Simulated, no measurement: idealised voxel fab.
process module | voxel ribs on slabs
cross-section cut | 220 nm wide | cells 5 nm
A cross-section is a grid of square cells, given in bands from the top down. A band is one or more rows of cells.
Each band's line starts with the height of the band's top and of its bottom, in nm. Then come its materials from left to right, each with its width in nm. One material with "throughout" fills the band from edge to edge. "air" is empty space.
Height 0 is the level under which the wafer as received is all one material. The lowest band goes on downwards, as in "0 down".
A width such as "30 to 40" changes by the same amount from each row of cells to the next, from the band's top row to its bottom row.
"no change" after a step means that no cell of the cross-section changed.
closed voids: empty space of 8 cells or more with no open way to the top, each as width x height at its distance from the left edge, in nm
after a step's settings: what the simulator itself notes on the step
overlay nm, on a step with a mask: how far to the right of its planned place the mask lay; to the left if negative
plan
1 op RECEIVE | material Si
2 op DIRECTIONAL_DEP | material SiO2 | thk nm 20
3 op DIRECTIONAL_DEP | material SiN | thk nm 15
4 op PATTERN | tone cover | mask id RIB | material resist | width nm 20 | thk nm 15 | overlay nm 0
5 op DIRECTIONAL_ETCH | etch materials SiN | depth nm 10
6 op STRIP | etch materials resist
7 op PATTERN | tone cover | mask id SLAB | material resist | width nm 60 | thk nm 20 | overlay nm 0
8 op DIRECTIONAL_ETCH | etch materials SiN | depth nm 5
9 op STRIP | etch materials resist
10 op FILL_DEP | material SiO2 | thk nm 20
11 op CMP | height nm 45
12 op DIRECTIONAL_DEP | material W | thk nm 5
13 op PATTERN | tone cover | mask id HEATER | material resist | width nm 30 | thk nm 20 | overlay nm 0
14 op DIRECTIONAL_ETCH | etch materials W | depth nm 5
15 op STRIP | etch materials resist
16 op CONFORMAL_DEP | material SiN | thk nm 10
as received, after step 1
  0 down: Si throughout
  closed voids: none
a wafer at the end: this start, this plan, one mistake
  60 to 55: air 85 | SiN 50 | air 85
  55 to 50: SiN throughout
  50 to 45: SiN 95 | W 30 | SiN 95
  45 to 25: SiO2 throughout
  25 to 20: SiO2 80 | SiN 20 | SiO2 20 | SiN 20 | SiO2 80
  20 to 0: SiO2 throughout
  0 down: Si throughout
  closed voids: none
what went wrong: steps 3 and 4 were swapped
